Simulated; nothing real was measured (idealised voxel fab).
Process module, titled voxel ribs on slabs
Square cell edge 5 nm, section width 240 nm, ID cut.
Think of the cross-section as a grid of square cells. We describe it in bands, top to bottom, and each band covers one or more rows of those cells.
This entry defines a band. It first specifies the height of the band's top and the height of its bottom in nm, and then specifies the band's materials from left to right, stating each material with its width in nm. The word "full width" identifies a single material that fills the band from edge to edge, while the word "blank" identifies empty space.
For the purposes of this specification, 0 denotes the height below which the wafer in its as-received condition is composed wholly of one material, and the lowermost band, lacking a lower limit, extends downward without end, as expressed in "0..down".
It should be noted that a width expressed as "30->40" varies in equal increments from row to row of cells within the band, taking the value of the first number at the top row and that of the second number at the bottom row.
"no change" -> step changed no cross-section cell.
If an empty space has no open way to the top and is at least 8 cells in size, "Closed void list" lists it, written width x height at distance, where distance is measured from the left edge and every value is in nm.
Where a step's line continues beyond its settings, the continuation is a remark by the simulator itself on that step.
Steps that use a mask can have "overlay nm" on their line. It says how far the mask sat to the right of where it was meant to be. Negative means to the left.

[The planned process steps are enumerated hereunder]
step 1: RECEIVE [material Si]
step 2: DIRECTIONAL_DEP [material SiO2] [thk nm 25]
step 3: DIRECTIONAL_DEP [material polySi] [thk nm 20]
step 4: PATTERN [tone cover] [mask id RIB] [material resist] [width nm 30] [thk nm 20] [overlay nm 0]
step 5: DIRECTIONAL_ETCH [etch materials polySi] [depth nm 5]
step 6: STRIP [etch materials resist]
step 7: DIRECTIONAL_DEP [material aC] [thk nm 15]
step 8: PATTERN [tone cover] [mask id SLAB] [material resist] [width nm 60] [thk nm 35] [overlay nm 0]
step 9: DIRECTIONAL_ETCH [etch materials aC] [depth nm 15]
step 10: STRIP [etch materials resist]
step 11: DIRECTIONAL_ETCH [etch materials polySi] [depth nm 15]
step 12: STRIP [etch materials aC]
step 13: FILL_DEP [material SiO2] [thk nm 30]
step 14: CMP [height nm 65]
step 15: DIRECTIONAL_DEP [material TiN] [thk nm 5]
step 16: MASKED_ETCH [tone cover] [mask id HEATER] [width nm 40] [etch materials TiN] [depth nm 5] [overlay nm 0]
step 17: CONFORMAL_DEP [material SiN] [thk nm 5]

[First out of two wafers; run went to plan]

[Cross-section: wafer on arrival = after step 1]
* 0..down | Si full width
* Closed void list: none

[You're looking at a cross-section of the wafer after step 2]
* 25..0 | SiO2 full width
* Lower than 0, everything is as it was.

[You're looking at a cross-section of the wafer after step 3]
* 45..25 | polySi full width
* Lower than 25, everything is as it was.

[You're looking at a cross-section of the wafer after step 4]
* 65..45 | blank: 105; resist: 30; blank: 105
* Lower than 45, everything is as it was.

[You're looking at a cross-section of the wafer after step 5]
* 65..45 | blank: 105; resist: 30; blank: 105
* 45..40 | blank: 105; polySi: 30; blank: 105
* Lower than 40, everything is as it was.

[You're looking at a cross-section of the wafer after step 6]
* 45..40 | blank: 105; polySi: 30; blank: 105
* Lower than 40, everything is as it was.

[You're looking at a cross-section of the wafer after step 7]
* 60..55 | blank: 105; aC: 30; blank: 105
* 55..45 | aC full width
* 45..40 | aC: 105; polySi: 30; aC: 105
* Lower than 40, everything is as it was.

[You're looking at a cross-section of the wafer after step 8]
* 95..60 | blank: 90; resist: 60; blank: 90
* 60..55 | blank: 90; resist: 15; aC: 30; resist: 15; blank: 90
* Lower than 55, everything is as it was.

[You're looking at a cross-section of the wafer after step 9]
* 80..60 | blank: 90; resist: 60; blank: 90
* 60..55 | blank: 90; resist: 15; aC: 30; resist: 15; blank: 90
* 55..45 | blank: 90; aC: 60; blank: 90
* 45..40 | blank: 90; aC: 15; polySi: 30; aC: 15; blank: 90
* Lower than 40, everything is as it was.

[You're looking at a cross-section of the wafer after step 10]
* 60..55 | blank: 105; aC: 30; blank: 105
* Lower than 55, everything is as it was.

[You're looking at a cross-section of the wafer after step 11]
* 60..55 | blank: 105; aC: 30; blank: 105
* 55..45 | blank: 90; aC: 60; blank: 90
* 45..40 | blank: 90; aC: 15; polySi: 30; aC: 15; blank: 90
* 40..25 | blank: 90; polySi: 60; blank: 90
* Lower than 25, everything is as it was.

[You're looking at a cross-section of the wafer after step 12]
* 45..40 | blank: 105; polySi: 30; blank: 105
* Lower than 40, everything is as it was.

[You're looking at a cross-section of the wafer after step 13]
* 75..45 | SiO2 full width
* 45..40 | SiO2: 105; polySi: 30; SiO2: 105
* 40..25 | SiO2: 90; polySi: 60; SiO2: 90
* Lower than 25, everything is as it was.

[You're looking at a cross-section of the wafer after step 14]
* 65..45 | SiO2 full width
* Lower than 45, everything is as it was.

[You're looking at a cross-section of the wafer after step 15]
* 70..65 | TiN full width
* Lower than 65, everything is as it was.

[You're looking at a cross-section of the wafer after step 16]
* 70..65 | blank: 100; TiN: 40; blank: 100
* Lower than 65, everything is as it was.

[You're looking at a cross-section of the wafer after step 17]
* 75..70 | blank: 95; SiN: 50; blank: 95
* 70..65 | SiN: 100; TiN: 40; SiN: 100
* Lower than 65, everything is as it was.

[The second wafer: identical to the first at the outset and in its planned sequence, differing only in that one mistake was made during processing; up to and including step 1, its path is the first wafer's path]

[Cross-section of the second wafer at the time by which step 2 should have been completed according to the plan]
* 25..0 | SiN full width
* Lower than 0, everything is as it was.

[Cross-section of the second wafer at the time by which step 3 should have been completed according to the plan]
* 45..25 | polySi full width
* Lower than 25, everything is as it was.

[Cross-section of the second wafer at the time by which step 4 should have been completed according to the plan]
* 65..45 | blank: 105; resist: 30; blank: 105
* Lower than 45, everything is as it was.

[Cross-section of the second wafer at the time by which step 5 should have been completed according to the plan]
* 65..45 | blank: 105; resist: 30; blank: 105
* 45..40 | blank: 105; polySi: 30; blank: 105
* Lower than 40, everything is as it was.

[Cross-section of the second wafer at the time by which step 6 should have been completed according to the plan]
* 45..40 | blank: 105; polySi: 30; blank: 105
* Lower than 40, everything is as it was.

[Cross-section of the second wafer at the time by which step 7 should have been completed according to the plan]
* 60..55 | blank: 105; aC: 30; blank: 105
* 55..45 | aC full width
* 45..40 | aC: 105; polySi: 30; aC: 105
* Lower than 40, everything is as it was.

[Cross-section of the second wafer at the time by which step 8 should have been completed according to the plan]
* 95..60 | blank: 90; resist: 60; blank: 90
* 60..55 | blank: 90; resist: 15; aC: 30; resist: 15; blank: 90
* Lower than 55, everything is as it was.

[Cross-section of the second wafer at the time by which step 9 should have been completed according to the plan]
* 80..60 | blank: 90; resist: 60; blank: 90
* 60..55 | blank: 90; resist: 15; aC: 30; resist: 15; blank: 90
* 55..45 | blank: 90; aC: 60; blank: 90
* 45..40 | blank: 90; aC: 15; polySi: 30; aC: 15; blank: 90
* Lower than 40, everything is as it was.

[Cross-section of the second wafer at the time by which step 10 should have been completed according to the plan]
* 60..55 | blank: 105; aC: 30; blank: 105
* Lower than 55, everything is as it was.

[Cross-section of the second wafer at the time by which step 11 should have been completed according to the plan]
* 60..55 | blank: 105; aC: 30; blank: 105
* 55..45 | blank: 90; aC: 60; blank: 90
* 45..40 | blank: 90; aC: 15; polySi: 30; aC: 15; blank: 90
* 40..25 | blank: 90; polySi: 60; blank: 90
* Lower than 25, everything is as it was.

[Cross-section of the second wafer at the time by which step 12 should have been completed according to the plan]
* 45..40 | blank: 105; polySi: 30; blank: 105
* Lower than 40, everything is as it was.

[Cross-section of the second wafer at the time by which step 13 should have been completed according to the plan]
* 75..45 | SiO2 full width
* 45..40 | SiO2: 105; polySi: 30; SiO2: 105
* 40..25 | SiO2: 90; polySi: 60; SiO2: 90
* Lower than 25, everything is as it was.

[Cross-section of the second wafer at the time by which step 14 should have been completed according to the plan]
* 65..45 | SiO2 full width
* Lower than 45, everything is as it was.

[Cross-section of the second wafer at the time by which step 15 should have been completed according to the plan]
* 70..65 | TiN full width
* Lower than 65, everything is as it was.

[Cross-section of the second wafer at the time by which step 16 should have been completed according to the plan]
* 70..65 | blank: 100; TiN: 40; blank: 100
* Lower than 65, everything is as it was.

[Cross-section of the second wafer at the time by which step 17 should have been completed according to the plan]
* 75..70 | blank: 95; SiN: 50; blank: 95
* 70..65 | SiN: 100; TiN: 40; SiN: 100
* Lower than 65, everything is as it was.
What was done differently from what was planned? planned and actual differ for step 2; actual: DIRECTIONAL_DEP [material SiN] [thk nm 25]
Final cells, second wafer relative to first, materials higher or lower: +240 SiN, -240 SiO2
